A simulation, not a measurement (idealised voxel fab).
Process module heading - voxel trench capacitor
Shown is cross-section cut, with a width of 175 nm and square cells of size 5 nm.
Format of a cross-section: grid, square cells. Given as bands. Order: top down. Band: one or more rows of cells. Band: top height; bottom height; in nm. Then, left to right: material with width in nm, for each material. "full width": a single material spanning edge to edge. "air": empty space. A quick word on heights: they are counted from 0, and under that level the wafer as it came to us is one material throughout. The lowest band is different from the rest in having no bottom; it simply continues downward, written as in "0 nm and below". The expression "30..40" gives the width at the extremes of the band, the first number at its top row of cells and the second at its bottom row, with the width changing by equal amounts from each row to the next in between. Step note "no change occurred" = no cross-section cell changed. Look at "Closed cavities" for the closed voids: empty spaces with no open path to the top, sized 8 cells or up. Each is width x height at distance, distance from the left edge, all nm. What comes after the settings on a step's line is commentary from the simulator itself on that step. What "overlay nm" on a step's line means: if the step has a mask, that mask lay this far to the right of its planned place, or, when the value is negative, to the left.
Steps planned for the process:
1 RECEIVE, material Si
2 CONFORMAL_DEP, material SiN, thk nm 10
3 DIRECTIONAL_DEP, material aC, thk nm 15
4 PATTERN, tone open, mask id TRENCH, material resist, width nm 25, pitch nm 40, thk nm 30, overlay nm 0
5 DIRECTIONAL_ETCH, etch materials aC, depth nm 15
6 STRIP, etch materials resist
7 DIRECTIONAL_ETCH, etch materials SiN, depth nm 10
8 DIRECTIONAL_ETCH, etch materials Si, depth nm 35
9 STRIP, etch materials aC
10 CONFORMAL_DEP, material Al2O3, thk nm 5
11 CONFORMAL_DEP, material TiN, thk nm 5
12 FILL_DEP, material W, thk nm 10
13 CMP, height nm 10
So this is the incoming wafer in cross-section - it's already been through step 1:
* 0 nm and below | Si full width
* Closed cavities: none
The cross-section shown corresponds to the wafer at the conclusion of the module. The initial structure and the process plan are those presented above; however, one mistake occurred in executing the plan:
* 10 nm to 0 nm | W=25 / TiN=5 / Al2O3=5 / SiN=25 / Al2O3=5 / TiN=5 / Al2O3=5 / SiN=25 / Al2O3=5 / TiN=5 / Al2O3=5 / SiN=25 / Al2O3=5 / TiN=5 / W=25
* 0 nm to -25 nm | W=25 / TiN=5 / Al2O3=5 / Si=25 / Al2O3=5 / TiN=5 / Al2O3=5 / Si=25 / Al2O3=5 / TiN=5 / Al2O3=5 / Si=25 / Al2O3=5 / TiN=5 / W=25
* -25 nm to -30 nm | TiN=30 / Al2O3=5 / Si=25 / Al2O3=5 / TiN=5 / Al2O3=5 / Si=25 / Al2O3=5 / TiN=5 / Al2O3=5 / Si=25 / Al2O3=5 / TiN=30
* -30 nm to -35 nm | Al2O3=35 / Si=25 / Al2O3=15 / Si=25 / Al2O3=15 / Si=25 / Al2O3=35
* -35 nm and below | Si full width
* Closed cavities: none
It is concluded that the wafer was processed incorrectly with respect to the plan, in that off-plan run, step 4, actual operation and settings PATTERN, tone cover, mask id TRENCH, material resist, width nm 25, pitch nm 40, thk nm 30, overlay nm 0
